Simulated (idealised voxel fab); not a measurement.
process module | voxel wiring stack
cross-section cut | 230 nm wide | cells 5 nm
A cross-section is a grid of square cells, given in bands from the top down. A band is one or more rows of cells.
Each band's line starts with the height of the band's top and of its bottom, in nm. Then come its materials from left to right, each with its width in nm. One material with "throughout" fills the band from edge to edge. "air" is empty space.
Height 0 is the level under which the wafer as received is all one material. The lowest band goes on downwards, as in "0 down".
A width such as "30 to 40" changes by the same amount from each row of cells to the next, from the band's top row to its bottom row.
"no change" after a step means that no cell of the cross-section changed.
closed voids: empty space of 8 cells or more with no open way to the top, each as width x height at its distance from the left edge, in nm
after a step's settings: what the simulator itself notes on the step
overlay nm, on a step with a mask: how far to the right of its planned place the mask lay; to the left if negative
plan
1 op RECEIVE | material Si
2 op CONFORMAL_DEP | material SiO2 | thk nm 10
3 op DIRECTIONAL_DEP | material TiN | thk nm 5
4 op DIRECTIONAL_DEP | material W | thk nm 20
5 op DIRECTIONAL_DEP | material aC | thk nm 15
6 op PATTERN | tone cover | mask id METAL_1 | material resist | width nm 30 | pitch nm 50 | thk nm 35 | overlay nm 0
7 op DIRECTIONAL_ETCH | etch materials aC | depth nm 15
8 op STRIP | etch materials resist
9 op DIRECTIONAL_ETCH | etch materials W | depth nm 20
10 op DIRECTIONAL_ETCH | etch materials TiN | depth nm 5
11 op STRIP | etch materials aC
12 op FILL_DEP | material SiO2 | thk nm 5
13 op CMP | height nm 35
14 op CONFORMAL_DEP | material SiCN | thk nm 5
15 op DIRECTIONAL_DEP | material SiO2 | thk nm 25
16 op DIRECTIONAL_DEP | material aC | thk nm 15
17 op PATTERN | tone open | mask id METAL_2 | material resist | width nm 30 | pitch nm 50 | thk nm 35 | overlay nm 0
18 op DIRECTIONAL_ETCH | etch materials aC | depth nm 15
19 op STRIP | etch materials resist
20 op DIRECTIONAL_ETCH | etch materials SiO2 | depth nm 15
21 op STRIP | etch materials aC
22 op PATTERN | tone open | mask id METAL_2_HOLES | material resist | width nm 15 | pitch nm 50 | thk nm 20 | overlay nm 0
23 op DIRECTIONAL_ETCH | etch materials SiO2 | depth nm 10
24 op DIRECTIONAL_ETCH | etch materials SiCN | depth nm 5
25 op STRIP | etch materials resist
26 op CONFORMAL_DEP | material TiN | thk nm 5
27 op FILL_DEP | material Cu | thk nm 5
28 op CMP | height nm 65
29 op CONFORMAL_DEP | material SiCN | thk nm 5
30 op DIRECTIONAL_DEP | material SiO2 | thk nm 30
31 op DIRECTIONAL_DEP | material aC | thk nm 10
32 op PATTERN | tone open | mask id METAL_3_HOLES | material resist | width nm 15 | pitch nm 50 | thk nm 30 | overlay nm 0
33 op DIRECTIONAL_ETCH | etch materials aC | depth nm 10
34 op STRIP | etch materials resist
35 op DIRECTIONAL_ETCH | etch materials SiO2 | depth nm 30
36 op STRIP | etch materials aC
37 op DIRECTIONAL_DEP | material aC | thk nm 15
38 op PATTERN | tone open | mask id METAL_3 | material resist | width nm 30 | pitch nm 50 | thk nm 35 | overlay nm 0
39 op DIRECTIONAL_ETCH | etch materials aC | depth nm 15
40 op STRIP | etch materials resist
41 op DIRECTIONAL_ETCH | etch materials SiO2 | depth nm 20
42 op DIRECTIONAL_ETCH | etch materials SiCN | depth nm 5
43 op STRIP | etch materials aC
44 op CONFORMAL_DEP | material TiN | thk nm 5
45 op FILL_DEP | material Cu | thk nm 10
46 op CMP | height nm 100
47 op CONFORMAL_DEP | material SiN | thk nm 5
first wafer, as planned
as received, after step 1
  0 down: Si throughout
  closed voids: none
after step 2
  10 to 0: SiO2 throughout
  below 0: unchanged
after step 3
  15 to 10: TiN throughout
  below 10: unchanged
after step 4
  35 to 15: W throughout
  below 15: unchanged
after step 5
  50 to 35: aC throughout
  below 35: unchanged
after step 6
  85 to 50: air 75 | resist 30 | air 20 | resist 30 | air 75
  below 50: unchanged
after step 7
  70 to 50: air 75 | resist 30 | air 20 | resist 30 | air 75
  50 to 35: air 75 | aC 30 | air 20 | aC 30 | air 75
  below 35: unchanged
after step 8
  50 to 35: air 75 | aC 30 | air 20 | aC 30 | air 75
  below 35: unchanged
after step 9
  50 to 35: air 75 | aC 30 | air 20 | aC 30 | air 75
  35 to 15: air 75 | W 30 | air 20 | W 30 | air 75
  below 15: unchanged
after step 10
  50 to 35: air 75 | aC 30 | air 20 | aC 30 | air 75
  35 to 15: air 75 | W 30 | air 20 | W 30 | air 75
  15 to 10: air 75 | TiN 30 | air 20 | TiN 30 | air 75
  below 10: unchanged
after step 11
  35 to 15: air 75 | W 30 | air 20 | W 30 | air 75
  below 15: unchanged
after step 12
  40 to 35: SiO2 throughout
  35 to 15: SiO2 75 | W 30 | SiO2 20 | W 30 | SiO2 75
  15 to 10: SiO2 75 | TiN 30 | SiO2 20 | TiN 30 | SiO2 75
  below 10: unchanged
after step 13
  35 to 15: SiO2 75 | W 30 | SiO2 20 | W 30 | SiO2 75
  below 15: unchanged
after step 14
  40 to 35: SiCN throughout
  below 35: unchanged
after step 15
  65 to 40: SiO2 throughout
  below 40: unchanged
after step 16
  80 to 65: aC throughout
  below 65: unchanged
after step 17
  115 to 80: resist 75 | air 30 | resist 20 | air 30 | resist 75
  below 80: unchanged
after step 18
  100 to 80: resist 75 | air 30 | resist 20 | air 30 | resist 75
  80 to 65: aC 75 | air 30 | aC 20 | air 30 | aC 75
  below 65: unchanged
after step 19
  80 to 65: aC 75 | air 30 | aC 20 | air 30 | aC 75
  below 65: unchanged
after step 20
  80 to 65: aC 75 | air 30 | aC 20 | air 30 | aC 75
  65 to 50: SiO2 75 | air 30 | SiO2 20 | air 30 | SiO2 75
  below 50: unchanged
after step 21
  65 to 50: SiO2 75 | air 30 | SiO2 20 | air 30 | SiO2 75
  below 50: unchanged
after step 22
  85 to 65: resist 75 | air 15 | resist 35 | air 15 | resist 90
  65 to 50: SiO2 75 | air 15 | resist 15 | SiO2 20 | air 15 | resist 15 | SiO2 75
  below 50: unchanged
after step 23
  85 to 65: resist 75 | air 15 | resist 35 | air 15 | resist 90
  65 to 50: SiO2 75 | air 15 | resist 15 | SiO2 20 | air 15 | resist 15 | SiO2 75
  50 to 40: SiO2 75 | air 15 | SiO2 35 | air 15 | SiO2 90
  below 40: unchanged
after step 24
  85 to 65: resist 75 | air 15 | resist 35 | air 15 | resist 90
  65 to 50: SiO2 75 | air 15 | resist 15 | SiO2 20 | air 15 | resist 15 | SiO2 75
  50 to 40: SiO2 75 | air 15 | SiO2 35 | air 15 | SiO2 90
  40 to 35: SiCN 75 | air 15 | SiCN 35 | air 15 | SiCN 90
  below 35: unchanged
after step 25
  65 to 50: SiO2 75 | air 30 | SiO2 20 | air 30 | SiO2 75
  below 50: unchanged
after step 26
  70 to 65: TiN 80 | air 20 | TiN 30 | air 20 | TiN 80
  65 to 55: SiO2 75 | TiN 5 | air 20 | TiN 5 | SiO2 20 | TiN 5 | air 20 | TiN 5 | SiO2 75
  55 to 50: SiO2 75 | TiN 5 | air 5 | TiN 20 | SiO2 20 | TiN 5 | air 5 | TiN 20 | SiO2 75
  50 to 40: SiO2 75 | TiN 5 | air 5 | TiN 5 | SiO2 35 | TiN 5 | air 5 | TiN 5 | SiO2 90
  40 to 35: SiCN 75 | TiN 15 | SiCN 35 | TiN 15 | SiCN 90
  below 35: unchanged
after step 27
  75 to 70: Cu throughout
  70 to 65: TiN 80 | Cu 20 | TiN 30 | Cu 20 | TiN 80
  65 to 55: SiO2 75 | TiN 5 | Cu 20 | TiN 5 | SiO2 20 | TiN 5 | Cu 20 | TiN 5 | SiO2 75
  55 to 50: SiO2 75 | TiN 5 | Cu 5 | TiN 20 | SiO2 20 | TiN 5 | Cu 5 | TiN 20 | SiO2 75
  50 to 40: SiO2 75 | TiN 5 | Cu 5 | TiN 5 | SiO2 35 | TiN 5 | Cu 5 | TiN 5 | SiO2 90
  below 40: unchanged
after step 28
  65 to 55: SiO2 75 | TiN 5 | Cu 20 | TiN 5 | SiO2 20 | TiN 5 | Cu 20 | TiN 5 | SiO2 75
  below 55: unchanged
after step 29
  70 to 65: SiCN throughout
  below 65: unchanged
after step 30
  100 to 70: SiO2 throughout
  below 70: unchanged
after step 31
  110 to 100: aC throughout
  below 100: unchanged
after step 32
  140 to 110: resist 75 | air 15 | resist 35 | air 15 | resist 90
  below 110: unchanged
after step 33
  130 to 110: resist 75 | air 15 | resist 35 | air 15 | resist 90
  110 to 100: aC 75 | air 15 | aC 35 | air 15 | aC 90
  below 100: unchanged
after step 34
  110 to 100: aC 75 | air 15 | aC 35 | air 15 | aC 90
  below 100: unchanged
after step 35
  110 to 100: aC 75 | air 15 | aC 35 | air 15 | aC 90
  100 to 70: SiO2 75 | air 15 | SiO2 35 | air 15 | SiO2 90
  below 70: unchanged
after step 36
  100 to 70: SiO2 75 | air 15 | SiO2 35 | air 15 | SiO2 90
  below 70: unchanged
after step 37
  115 to 100: aC 75 | air 15 | aC 35 | air 15 | aC 90
  100 to 85: SiO2 75 | air 15 | SiO2 35 | air 15 | SiO2 90
  85 to 70: SiO2 75 | aC 15 | SiO2 35 | aC 15 | SiO2 90
  below 70: unchanged
after step 38
  150 to 115: resist 75 | air 30 | resist 20 | air 30 | resist 75
  below 115: unchanged
after step 39
  135 to 115: resist 75 | air 30 | resist 20 | air 30 | resist 75
  115 to 100: aC 75 | air 30 | aC 20 | air 30 | aC 75
  100 to 70: SiO2 75 | air 15 | SiO2 35 | air 15 | SiO2 90
  below 70: unchanged
after step 40
  115 to 100: aC 75 | air 30 | aC 20 | air 30 | aC 75
  below 100: unchanged
after step 41
  115 to 100: aC 75 | air 30 | aC 20 | air 30 | aC 75
  100 to 80: SiO2 75 | air 30 | SiO2 20 | air 30 | SiO2 75
  below 80: unchanged
after step 42
  115 to 100: aC 75 | air 30 | aC 20 | air 30 | aC 75
  100 to 80: SiO2 75 | air 30 | SiO2 20 | air 30 | SiO2 75
  80 to 70: SiO2 75 | air 15 | SiO2 35 | air 15 | SiO2 90
  70 to 65: SiCN 75 | air 15 | SiCN 35 | air 15 | SiCN 90
  below 65: unchanged
after step 43
  100 to 80: SiO2 75 | air 30 | SiO2 20 | air 30 | SiO2 75
  below 80: unchanged
after step 44
  105 to 100: TiN 80 | air 20 | TiN 30 | air 20 | TiN 80
  100 to 85: SiO2 75 | TiN 5 | air 20 | TiN 5 | SiO2 20 | TiN 5 | air 20 | TiN 5 | SiO2 75
  85 to 80: SiO2 75 | TiN 5 | air 5 | TiN 20 | SiO2 20 | TiN 5 | air 5 | TiN 20 | SiO2 75
  80 to 70: SiO2 75 | TiN 5 | air 5 | TiN 5 | SiO2 35 | TiN 5 | air 5 | TiN 5 | SiO2 90
  70 to 65: SiCN 75 | TiN 15 | SiCN 35 | TiN 15 | SiCN 90
  below 65: unchanged
after step 45
  115 to 105: Cu throughout
  105 to 100: TiN 80 | Cu 20 | TiN 30 | Cu 20 | TiN 80
  100 to 85: SiO2 75 | TiN 5 | Cu 20 | TiN 5 | SiO2 20 | TiN 5 | Cu 20 | TiN 5 | SiO2 75
  85 to 80: SiO2 75 | TiN 5 | Cu 5 | TiN 20 | SiO2 20 | TiN 5 | Cu 5 | TiN 20 | SiO2 75
  80 to 70: SiO2 75 | TiN 5 | Cu 5 | TiN 5 | SiO2 35 | TiN 5 | Cu 5 | TiN 5 | SiO2 90
  below 70: unchanged
after step 46
  100 to 85: SiO2 75 | TiN 5 | Cu 20 | TiN 5 | SiO2 20 | TiN 5 | Cu 20 | TiN 5 | SiO2 75
  below 85: unchanged
after step 47
  105 to 100: SiN throughout
  below 100: unchanged
second wafer: like start, like plan, one mistake. Through step 2 it matches the first wafer
when step 3 should have ended: no change
when step 4 should have ended
  30 to 10: W throughout
  below 10: unchanged
when step 5 should have ended
  45 to 30: aC throughout
  below 30: unchanged
when step 6 should have ended
  80 to 45: air 75 | resist 30 | air 20 | resist 30 | air 75
  below 45: unchanged
when step 7 should have ended
  65 to 45: air 75 | resist 30 | air 20 | resist 30 | air 75
  45 to 30: air 75 | aC 30 | air 20 | aC 30 | air 75
  below 30: unchanged
when step 8 should have ended
  45 to 30: air 75 | aC 30 | air 20 | aC 30 | air 75
  below 30: unchanged
when step 9 should have ended
  45 to 30: air 75 | aC 30 | air 20 | aC 30 | air 75
  30 to 10: air 75 | W 30 | air 20 | W 30 | air 75
  below 10: unchanged
when step 10 should have ended: no change
when step 11 should have ended
  30 to 10: air 75 | W 30 | air 20 | W 30 | air 75
  below 10: unchanged
when step 12 should have ended
  35 to 30: SiO2 throughout
  30 to 10: SiO2 75 | W 30 | SiO2 20 | W 30 | SiO2 75
  below 10: unchanged
when step 13 should have ended: no change
when step 14 should have ended
  40 to 35: SiCN throughout
  below 35: unchanged
when step 15 should have ended
  65 to 40: SiO2 throughout
  below 40: unchanged
when step 16 should have ended
  80 to 65: aC throughout
  below 65: unchanged
when step 17 should have ended
  115 to 80: resist 75 | air 30 | resist 20 | air 30 | resist 75
  below 80: unchanged
when step 18 should have ended
  100 to 80: resist 75 | air 30 | resist 20 | air 30 | resist 75
  80 to 65: aC 75 | air 30 | aC 20 | air 30 | aC 75
  below 65: unchanged
when step 19 should have ended
  80 to 65: aC 75 | air 30 | aC 20 | air 30 | aC 75
  below 65: unchanged
when step 20 should have ended
  80 to 65: aC 75 | air 30 | aC 20 | air 30 | aC 75
  65 to 50: SiO2 75 | air 30 | SiO2 20 | air 30 | SiO2 75
  below 50: unchanged
when step 21 should have ended
  65 to 50: SiO2 75 | air 30 | SiO2 20 | air 30 | SiO2 75
  below 50: unchanged
when step 22 should have ended
  85 to 65: resist 75 | air 15 | resist 35 | air 15 | resist 90
  65 to 50: SiO2 75 | air 15 | resist 15 | SiO2 20 | air 15 | resist 15 | SiO2 75
  below 50: unchanged
when step 23 should have ended
  85 to 65: resist 75 | air 15 | resist 35 | air 15 | resist 90
  65 to 50: SiO2 75 | air 15 | resist 15 | SiO2 20 | air 15 | resist 15 | SiO2 75
  50 to 40: SiO2 75 | air 15 | SiO2 35 | air 15 | SiO2 90
  below 40: unchanged
when step 24 should have ended
  85 to 65: resist 75 | air 15 | resist 35 | air 15 | resist 90
  65 to 50: SiO2 75 | air 15 | resist 15 | SiO2 20 | air 15 | resist 15 | SiO2 75
  50 to 40: SiO2 75 | air 15 | SiO2 35 | air 15 | SiO2 90
  40 to 35: SiCN 75 | air 15 | SiCN 35 | air 15 | SiCN 90
  below 35: unchanged
when step 25 should have ended
  65 to 50: SiO2 75 | air 30 | SiO2 20 | air 30 | SiO2 75
  below 50: unchanged
when step 26 should have ended
  70 to 65: TiN 80 | air 20 | TiN 30 | air 20 | TiN 80
  65 to 55: SiO2 75 | TiN 5 | air 20 | TiN 5 | SiO2 20 | TiN 5 | air 20 | TiN 5 | SiO2 75
  55 to 50: SiO2 75 | TiN 5 | air 5 | TiN 20 | SiO2 20 | TiN 5 | air 5 | TiN 20 | SiO2 75
  50 to 40: SiO2 75 | TiN 5 | air 5 | TiN 5 | SiO2 35 | TiN 5 | air 5 | TiN 5 | SiO2 90
  40 to 35: SiCN 75 | TiN 15 | SiCN 35 | TiN 15 | SiCN 90
  below 35: unchanged
when step 27 should have ended
  75 to 70: Cu throughout
  70 to 65: TiN 80 | Cu 20 | TiN 30 | Cu 20 | TiN 80
  65 to 55: SiO2 75 | TiN 5 | Cu 20 | TiN 5 | SiO2 20 | TiN 5 | Cu 20 | TiN 5 | SiO2 75
  55 to 50: SiO2 75 | TiN 5 | Cu 5 | TiN 20 | SiO2 20 | TiN 5 | Cu 5 | TiN 20 | SiO2 75
  50 to 40: SiO2 75 | TiN 5 | Cu 5 | TiN 5 | SiO2 35 | TiN 5 | Cu 5 | TiN 5 | SiO2 90
  below 40: unchanged
when step 28 should have ended
  65 to 55: SiO2 75 | TiN 5 | Cu 20 | TiN 5 | SiO2 20 | TiN 5 | Cu 20 | TiN 5 | SiO2 75
  below 55: unchanged
when step 29 should have ended
  70 to 65: SiCN throughout
  below 65: unchanged
when step 30 should have ended
  100 to 70: SiO2 throughout
  below 70: unchanged
when step 31 should have ended
  110 to 100: aC throughout
  below 100: unchanged
when step 32 should have ended
  140 to 110: resist 75 | air 15 | resist 35 | air 15 | resist 90
  below 110: unchanged
when step 33 should have ended
  130 to 110: resist 75 | air 15 | resist 35 | air 15 | resist 90
  110 to 100: aC 75 | air 15 | aC 35 | air 15 | aC 90
  below 100: unchanged
when step 34 should have ended
  110 to 100: aC 75 | air 15 | aC 35 | air 15 | aC 90
  below 100: unchanged
when step 35 should have ended
  110 to 100: aC 75 | air 15 | aC 35 | air 15 | aC 90
  100 to 70: SiO2 75 | air 15 | SiO2 35 | air 15 | SiO2 90
  below 70: unchanged
when step 36 should have ended
  100 to 70: SiO2 75 | air 15 | SiO2 35 | air 15 | SiO2 90
  below 70: unchanged
when step 37 should have ended
  115 to 100: aC 75 | air 15 | aC 35 | air 15 | aC 90
  100 to 85: SiO2 75 | air 15 | SiO2 35 | air 15 | SiO2 90
  85 to 70: SiO2 75 | aC 15 | SiO2 35 | aC 15 | SiO2 90
  below 70: unchanged
when step 38 should have ended
  150 to 115: resist 75 | air 30 | resist 20 | air 30 | resist 75
  below 115: unchanged
when step 39 should have ended
  135 to 115: resist 75 | air 30 | resist 20 | air 30 | resist 75
  115 to 100: aC 75 | air 30 | aC 20 | air 30 | aC 75
  100 to 70: SiO2 75 | air 15 | SiO2 35 | air 15 | SiO2 90
  below 70: unchanged
when step 40 should have ended
  115 to 100: aC 75 | air 30 | aC 20 | air 30 | aC 75
  below 100: unchanged
when step 41 should have ended
  115 to 100: aC 75 | air 30 | aC 20 | air 30 | aC 75
  100 to 80: SiO2 75 | air 30 | SiO2 20 | air 30 | SiO2 75
  below 80: unchanged
when step 42 should have ended
  115 to 100: aC 75 | air 30 | aC 20 | air 30 | aC 75
  100 to 80: SiO2 75 | air 30 | SiO2 20 | air 30 | SiO2 75
  80 to 70: SiO2 75 | air 15 | SiO2 35 | air 15 | SiO2 90
  70 to 65: SiCN 75 | air 15 | SiCN 35 | air 15 | SiCN 90
  below 65: unchanged
when step 43 should have ended
  100 to 80: SiO2 75 | air 30 | SiO2 20 | air 30 | SiO2 75
  below 80: unchanged
when step 44 should have ended
  105 to 100: TiN 80 | air 20 | TiN 30 | air 20 | TiN 80
  100 to 85: SiO2 75 | TiN 5 | air 20 | TiN 5 | SiO2 20 | TiN 5 | air 20 | TiN 5 | SiO2 75
  85 to 80: SiO2 75 | TiN 5 | air 5 | TiN 20 | SiO2 20 | TiN 5 | air 5 | TiN 20 | SiO2 75
  80 to 70: SiO2 75 | TiN 5 | air 5 | TiN 5 | SiO2 35 | TiN 5 | air 5 | TiN 5 | SiO2 90
  70 to 65: SiCN 75 | TiN 15 | SiCN 35 | TiN 15 | SiCN 90
  below 65: unchanged
when step 45 should have ended
  115 to 105: Cu throughout
  105 to 100: TiN 80 | Cu 20 | TiN 30 | Cu 20 | TiN 80
  100 to 85: SiO2 75 | TiN 5 | Cu 20 | TiN 5 | SiO2 20 | TiN 5 | Cu 20 | TiN 5 | SiO2 75
  85 to 80: SiO2 75 | TiN 5 | Cu 5 | TiN 20 | SiO2 20 | TiN 5 | Cu 5 | TiN 20 | SiO2 75
  80 to 70: SiO2 75 | TiN 5 | Cu 5 | TiN 5 | SiO2 35 | TiN 5 | Cu 5 | TiN 5 | SiO2 90
  below 70: unchanged
when step 46 should have ended
  100 to 85: SiO2 75 | TiN 5 | Cu 20 | TiN 5 | SiO2 20 | TiN 5 | Cu 20 | TiN 5 | SiO2 75
  below 85: unchanged
when step 47 should have ended
  105 to 100: SiN throughout
  below 100: unchanged
what went wrong: step 3 was left out
at the end the second wafer has, in cells: 12 more of SiO2 | 12 fewer of TiN
